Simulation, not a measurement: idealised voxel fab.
The process module presented herein is designated voxel local oxidation.
Square cells of 5 nm make up the cross-section cut, whose width is 270 nm.
How to read a cross-section here: the picture is a grid of square cells, written as bands going from the top down, and any band can span one or more rows of cells. Band entry format. Leading values: height of top, height of bottom, nm. Remainder: materials in left-to-right order, each with its width in nm. Special words: "edge to edge" on a single material, which then fills the band edge to edge; "blank", empty space. It should be noted that heights are counted from 0, beneath which the wafer as supplied is of one material throughout, and that the lowest band possesses no lower boundary but continues downward, as written in "0..down". It should be noted that a width expressed as "30 to 40" varies in equal increments from row to row of cells within the band, taking the value of the first number at the top row and that of the second number at the bottom row. Take "nothing was modified" at face value: in the step it is given for, the cross-section changed in none of its cells. You'll see "Cavities, sealed" listing empty spaces that have no way open to the top, as long as they're 8 cells or more; the notation is width x height at distance, where the distance is from the left edge, and all of it is in nm. Read whatever lies past the settings on a step's line as the simulator's own remark about the step. "overlay nm", when on a step's line for a step with a mask, measures how far to the right of its planned place the mask lay; a negative measure means to the left.
**Steps planned for the process**
1,RECEIVE (material Si)
2,OXIDIZE (depth nm 5)
3,CONFORMAL_DEP (material SiN; thk nm 10)
4,DIRECTIONAL_DEP (material aC; thk nm 15)
5,PATTERN (tone cover; mask id ACTIVE; material resist; width nm 120; thk nm 30; overlay nm 0)
6,DIRECTIONAL_ETCH (etch materials aC; depth nm 15)
7,STRIP (etch materials resist)
8,DIRECTIONAL_ETCH (etch materials SiN; depth nm 10)
9,STRIP (etch materials aC)
10,SELECTIVE_ETCH (etch materials SiO2; depth nm 5)
11,OXIDIZE (depth nm 10)
12,STRIP (etch materials SiN)
**First of two wafers, processed according to plan**
**As received (post step 1): cross-section**
> 0..down: Si edge to edge
> Cavities, sealed: none
**Cross-section of the wafer after step 2**
> 0..-5: SiO2 edge to edge
> No changes below -5.
**Cross-section of the wafer after step 3**
> 10..0: SiN edge to edge
> No changes below 0.
**Cross-section of the wafer after step 4**
> 25..10: aC edge to edge
> No changes below 10.
**Cross-section of the wafer after step 5**
> 55..25: 75 blank, 120 resist, 75 blank
> No changes below 25.
**Cross-section of the wafer after step 6**
> 40..25: 75 blank, 120 resist, 75 blank
> 25..10: 75 blank, 120 aC, 75 blank
> No changes below 10.
**Cross-section of the wafer after step 7**
> 25..10: 75 blank, 120 aC, 75 blank
> No changes below 10.
**Cross-section of the wafer after step 8**
> 25..10: 75 blank, 120 aC, 75 blank
> 10..0: 75 blank, 120 SiN, 75 blank
> No changes below 0.
**Cross-section of the wafer after step 9**
> 10..0: 75 blank, 120 SiN, 75 blank
> No changes below 0.
**Cross-section of the wafer after step 10**
> 10..0: 75 blank, 120 SiN, 75 blank
> 0..-5: 80 blank, 110 SiO2, 80 blank
> No changes below -5.
**Cross-section of the wafer after step 11**
> 10..0: 75 blank, 120 SiN, 75 blank
> 0..-5: 80 blank, 110 SiO2, 80 blank
> -5..-15: 90 SiO2, 90 Si, 90 SiO2
> No changes below -15.
**Cross-section of the wafer after step 12**
> 0..-5: 80 blank, 110 SiO2, 80 blank
> No changes below -5.
**Wafer two of two - same starting point, same process plan, one mistake in execution; matches wafer one up to and including step 4**
**Cross-section of the second wafer at the time by which step 5 should have been completed according to the plan**
> 55..25: 75 blank, 125 resist, 70 blank
> No changes below 25.
**Cross-section of the second wafer at the time by which step 6 should have been completed according to the plan**
> 40..25: 75 blank, 125 resist, 70 blank
> 25..10: 75 blank, 125 aC, 70 blank
> No changes below 10.
**Cross-section of the second wafer at the time by which step 7 should have been completed according to the plan**
> 25..10: 75 blank, 125 aC, 70 blank
> No changes below 10.
**Cross-section of the second wafer at the time by which step 8 should have been completed according to the plan**
> 25..10: 75 blank, 125 aC, 70 blank
> 10..0: 75 blank, 125 SiN, 70 blank
> No changes below 0.
**Cross-section of the second wafer at the time by which step 9 should have been completed according to the plan**
> 10..0: 75 blank, 125 SiN, 70 blank
> No changes below 0.
**Cross-section of the second wafer at the time by which step 10 should have been completed according to the plan**
> 10..0: 75 blank, 125 SiN, 70 blank
> 0..-5: 80 blank, 115 SiO2, 75 blank
> No changes below -5.
**Cross-section of the second wafer at the time by which step 11 should have been completed according to the plan**
> 10..0: 75 blank, 125 SiN, 70 blank
> 0..-5: 80 blank, 115 SiO2, 75 blank
> -5..-15: 90 SiO2, 95 Si, 85 SiO2
> No changes below -15.
**Cross-section of the second wafer at the time by which step 12 should have been completed according to the plan**
> 0..-5: 80 blank, 115 SiO2, 75 blank
> No changes below -5.
Where did the run depart from the plan? step 5 off recipe, ran as PATTERN (tone cover; mask id ACTIVE; material resist; width nm 125; thk nm 30; overlay nm 0)
FYI, end of process, the second wafer has more or fewer cells of some materials than the first: 2 more of Si; 1 fewer of SiO2
